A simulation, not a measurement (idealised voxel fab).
process module | voxel gate over fins
cross-section cut | 245 nm wide | cells 5 nm
A cross-section is a grid of square cells, given in bands from the top down. A band is one or more rows of cells.
Each band's line starts with the height of the band's top and of its bottom, in nm. Then come its materials from left to right, each with its width in nm. One material with "throughout" fills the band from edge to edge. "air" is empty space.
Height 0 is the level under which the wafer as received is all one material. The lowest band goes on downwards, as in "0 down".
A width such as "30 to 40" changes by the same amount from each row of cells to the next, from the band's top row to its bottom row.
"no change" after a step means that no cell of the cross-section changed.
closed voids: empty space of 8 cells or more with no open way to the top, each as width x height at its distance from the left edge, in nm
after a step's settings: what the simulator itself notes on the step
overlay nm, on a step with a mask: how far to the right of its planned place the mask lay; to the left if negative
plan
1 op RECEIVE | material Si
2 op CONFORMAL_DEP | material SiN | thk nm 5
3 op MASKED_ETCH | tone cover | mask id FINS | width nm 15 | pitch nm 55 | etch materials SiN | depth nm 5 | overlay nm 0
4 op MASKED_ETCH | tone cover | mask id FINS | width nm 15 | pitch nm 55 | etch materials Si | depth nm 30 | overlay nm 0
5 op OXIDIZE | depth nm 5
6 op FILL_DEP | material SiO2 | thk nm 15
7 op CMP | height nm 5
8 op PATTERN | tone open | mask id RAIL | material resist | width nm 15 | thk nm 20 | overlay nm 0
9 op DIRECTIONAL_ETCH | etch materials SiO2 | depth nm 30
10 op STRIP | etch materials resist
11 op CONFORMAL_DEP | material TiN | thk nm 5
12 op FILL_DEP | material W | thk nm 5
13 op CMP | height nm 5
14 op SELECTIVE_ETCH | etch materials W Ru TiN | depth nm 25
15 op FILL_DEP | material SiO2 | thk nm 5
16 op CMP | height nm 5
17 op SELECTIVE_ETCH | etch materials SiO2 | depth nm 20
18 op STRIP | etch materials SiN
19 op CONFORMAL_DEP | material HfO2 | thk nm 5
20 op CONFORMAL_DEP | material TiN | thk nm 5
21 op FILL_DEP | material W | thk nm 10
22 op CMP | height nm 15
23 op CONFORMAL_DEP | material SiN | thk nm 5
as received, after step 1
  0 down: Si throughout
  closed voids: none
first wafer at the end, as planned
  20 to 15: SiN throughout
  15 to 10: W throughout
  10 to 5: W 25 | TiN 25 | W 30 | TiN 25 | W 30 | TiN 25 | W 30 | TiN 25 | W 30
  5 to 0: W 25 | TiN 5 | HfO2 15 | TiN 5 | W 30 | TiN 5 | HfO2 15 | TiN 5 | W 30 | TiN 5 | HfO2 15 | TiN 5 | W 30 | TiN 5 | HfO2 15 | TiN 5 | W 30
  0 to -5: W 25 | TiN 5 | HfO2 5 | Si 5 | HfO2 5 | TiN 5 | W 30 | TiN 5 | HfO2 5 | Si 5 | HfO2 5 | TiN 5 | W 30 | TiN 5 | HfO2 5 | Si 5 | HfO2 5 | TiN 5 | W 30 | TiN 5 | HfO2 5 | Si 5 | HfO2 5 | TiN 5 | W 30
  -5 to -10: TiN 30 | HfO2 5 | Si 5 | HfO2 5 | TiN 40 | HfO2 5 | Si 5 | HfO2 5 | TiN 40 | HfO2 5 | Si 5 | HfO2 5 | TiN 40 | HfO2 5 | Si 5 | HfO2 5 | TiN 35
  -10 to -15: HfO2 35 | Si 5 | HfO2 50 | Si 5 | HfO2 50 | Si 5 | HfO2 50 | Si 5 | HfO2 40
  -15 to -20: SiO2 35 | Si 5 | SiO2 50 | Si 5 | SiO2 50 | Si 5 | SiO2 50 | Si 5 | SiO2 40
  -20 to -25: SiO2 35 | Si 5 | SiO2 15 | TiN 15 | SiO2 20 | Si 5 | SiO2 50 | Si 5 | SiO2 50 | Si 5 | SiO2 40
  -25 to -35: SiO2 35 | Si 5 | SiO2 50 | Si 5 | SiO2 50 | Si 5 | SiO2 50 | Si 5 | SiO2 40
  -35 down: Si throughout
  closed voids: none
second wafer at the end: like start, like plan, one mistake
  20 to 15: SiN throughout
  15 to 5: W throughout
  5 to 0: W 30 | TiN 15 | W 40 | TiN 15 | W 40 | TiN 15 | W 40 | TiN 15 | W 35
  0 to -10: W 30 | TiN 5 | Si 5 | TiN 5 | W 40 | TiN 5 | Si 5 | TiN 5 | W 40 | TiN 5 | Si 5 | TiN 5 | W 40 | TiN 5 | Si 5 | TiN 5 | W 35
  -10 to -15: TiN 35 | Si 5 | TiN 50 | Si 5 | TiN 50 | Si 5 | TiN 50 | Si 5 | TiN 40
  -15 to -20: SiO2 35 | Si 5 | SiO2 50 | Si 5 | SiO2 50 | Si 5 | SiO2 50 | Si 5 | SiO2 40
  -20 to -25: SiO2 35 | Si 5 | SiO2 15 | TiN 15 | SiO2 20 | Si 5 | SiO2 50 | Si 5 | SiO2 50 | Si 5 | SiO2 40
  -25 to -35: SiO2 35 | Si 5 | SiO2 50 | Si 5 | SiO2 50 | Si 5 | SiO2 50 | Si 5 | SiO2 40
  -35 down: Si throughout
  closed voids: none
what went wrong: step 19 was left out
at the end the second wafer has, in cells: 73 fewer of HfO2 | 73 more of W
